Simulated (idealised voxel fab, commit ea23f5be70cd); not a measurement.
A process module follows: voxel transistor to metal.
Xsec cut, 145 nm wide, square cell size 5 nm.
Reading order for cross-sections: top band down to bottom band. Underlying form: a grid of square cells. Band size: one or more rows of cells. Look at the band entry: it leads with the top's height and the bottom's height in nm. Then it lists the materials left to right, with a width in nm for each. The word "all across" on a single material says that material fills the band edge to edge. The word "empty" is empty space. Heights are expressed relative to 0, this being the level below which the as-received wafer comprises one material exclusively. The lowest band is unbounded in the downward direction and is denoted as in "0 and below". When a width is written as two numbers, as in "30->40", the first number is the width in the top row of cells of the band and the second is the width in its bottom row, and the width changes by the same amount from each row to the next. For the purposes of this document, the phrase "no change occurred" attached to a step denotes that no cell within the cross-section was modified by that step. "Fully sealed cavities" - sealed voids, min. 8 cells, no opening to top; format: width x height at distance (distance from left edge; nm throughout). Whatever follows a step's settings on its line is a remark the simulator itself makes about that step. overlay nm: mask offset rightward from planned place, masked step; negative means leftward offset.
### Planned step list for the process
1,RECEIVE | material Si
2,OXIDIZE | depth nm 5
3,CONFORMAL_DEP | material SiN | thk nm 10
4,DIRECTIONAL_DEP | material aC | thk nm 10
5,PATTERN | tone cover | mask id ACTIVE | material resist | width nm 105 | thk nm 30 | overlay nm 0
6,DIRECTIONAL_ETCH | etch materials aC | depth nm 10
7,STRIP | etch materials resist
8,DIRECTIONAL_ETCH | etch materials SiN | depth nm 10
9,DIRECTIONAL_ETCH | etch materials SiO2 | depth nm 5
10,DIRECTIONAL_ETCH | etch materials Si | depth nm 25
11,STRIP | etch materials aC
12,FILL_DEP | material SiO2 | thk nm 5
13,CMP | height nm 10
14,SELECTIVE_ETCH | etch materials SiO2 | depth nm 10
15,STRIP | etch materials SiN
16,SELECTIVE_ETCH | etch materials SiO2 | depth nm 5
17,OXIDIZE | depth nm 5
18,DIRECTIONAL_DEP | material polySi | thk nm 30
19,DIRECTIONAL_DEP | material SiCN | thk nm 10
20,DIRECTIONAL_DEP | material aC | thk nm 15
21,PATTERN | tone cover | mask id GATE | material resist | width nm 35 | thk nm 30 | overlay nm 0
22,DIRECTIONAL_ETCH | etch materials aC | depth nm 15
23,STRIP | etch materials resist
24,DIRECTIONAL_ETCH | etch materials SiCN | depth nm 20
25,DIRECTIONAL_ETCH | etch materials polySi | depth nm 40
26,STRIP | etch materials aC
27,CONFORMAL_DEP | material SiN | thk nm 5
28,DIRECTIONAL_ETCH | etch materials SiN | depth nm 5
29,DIRECTIONAL_ETCH | etch materials SiO2 | depth nm 5
30,DIRECTIONAL_ETCH | etch materials Si | depth nm 5
31,EPI | material SiGe | thk nm 5
32,FILL_DEP | material SiO2 | thk nm 10
33,CMP | height nm 25
34,STRIP | etch materials polySi
35,SELECTIVE_ETCH | etch materials SiO2 | depth nm 5
36,CONFORMAL_DEP | material HfO2 | thk nm 5
37,CONFORMAL_DEP | material TiN | thk nm 5
38,FILL_DEP | material W | thk nm 5
39,CMP | height nm 20
40,DIRECTIONAL_DEP | material SiO2 | thk nm 15
41,DIRECTIONAL_DEP | material aC | thk nm 10
42,PATTERN | tone open | mask id CONTACT | material resist | width nm 15 | pitch nm 80 | thk nm 30 | overlay nm 0
43,DIRECTIONAL_ETCH | etch materials aC | depth nm 10
44,STRIP | etch materials resist
45,DIRECTIONAL_ETCH | etch materials SiO2 | depth nm 45
46,STRIP | etch materials aC
47,CONFORMAL_DEP | material TiN | thk nm 5
48,FILL_DEP | material Ru | thk nm 5
49,CMP | height nm 35
50,CONFORMAL_DEP | material SiCN | thk nm 5
51,DIRECTIONAL_DEP | material SiO2 | thk nm 25
52,MASKED_ETCH | tone open | mask id METAL_1 | width nm 15 | pitch nm 80 | etch materials SiO2 | depth nm 25 | overlay nm 0
53,MASKED_ETCH | tone open | mask id METAL_1 | width nm 15 | pitch nm 80 | etch materials SiCN | depth nm 5 | overlay nm 0
54,CONFORMAL_DEP | material TiN | thk nm 5
55,FILL_DEP | material Ru | thk nm 5
56,CMP | height nm 65
57,EPI | material Ru | thk nm 5
58,FILL_DEP | material SiCN | thk nm 5
### Wafer cross-section on receipt, i.e. after step 1
    0 and below | Si all across
    Fully sealed cavities: none
### Result of the module, cross-sectioned: start per above, plan per above, one error in how it was run
    75 down to 70 | SiCN all across
    70 down to 65 | SiCN 20 nm / Ru 30 nm / SiCN 50 nm / Ru 30 nm / SiCN 15 nm
    65 down to 45 | SiO2 25 nm / TiN 5 nm / Ru 10 nm / TiN 5 nm / SiO2 60 nm / TiN 5 nm / Ru 10 nm / TiN 5 nm / SiO2 20 nm
    45 down to 40 | SiO2 25 nm / TiN 5 nm / Ru 5 nm / TiN 10 nm / SiO2 60 nm / TiN 5 nm / Ru 5 nm / TiN 10 nm / SiO2 20 nm
    40 down to 35 | SiCN 25 nm / TiN 15 nm / SiCN 65 nm / TiN 15 nm / SiCN 25 nm
    35 down to 20 | SiO2 25 nm / TiN 5 nm / Ru 5 nm / TiN 5 nm / SiO2 65 nm / TiN 5 nm / Ru 5 nm / TiN 5 nm / SiO2 25 nm
    20 down to 0 | SiO2 25 nm / TiN 5 nm / Ru 5 nm / TiN 5 nm / SiO2 10 nm / SiN 5 nm / HfO2 5 nm / TiN 5 nm / W 15 nm / TiN 5 nm / HfO2 5 nm / SiN 5 nm / SiO2 10 nm / TiN 5 nm / Ru 5 nm / TiN 5 nm / SiO2 25 nm
    0 down to -5 | SiO2 25 nm / TiN 5 nm / Ru 5 nm / TiN 5 nm / SiO2 10 nm / SiN 5 nm / HfO2 5 nm / TiN 25 nm / HfO2 5 nm / SiN 5 nm / SiO2 10 nm / TiN 5 nm / Ru 5 nm / TiN 5 nm / SiO2 25 nm
    -5 down to -10 | SiO2 25 nm / TiN 15 nm / SiO2 5 nm / SiGe 5 nm / HfO2 45 nm / SiGe 5 nm / SiO2 5 nm / TiN 15 nm / SiO2 25 nm
    -10 down to -15 | SiO2 20 nm / SiGe 30 nm / Si 45 nm / SiGe 30 nm / SiO2 20 nm
    -15 down to -30 | SiO2 20 nm / Si 105 nm / SiO2 20 nm
    -30 and below | Si all across
    Fully sealed cavities: none
Processing error: not per plan at step 52, really ran MASKED_ETCH | tone open | mask id METAL_1 | width nm 20 | pitch nm 80 | etch materials SiO2 | depth nm 25 | overlay nm 0
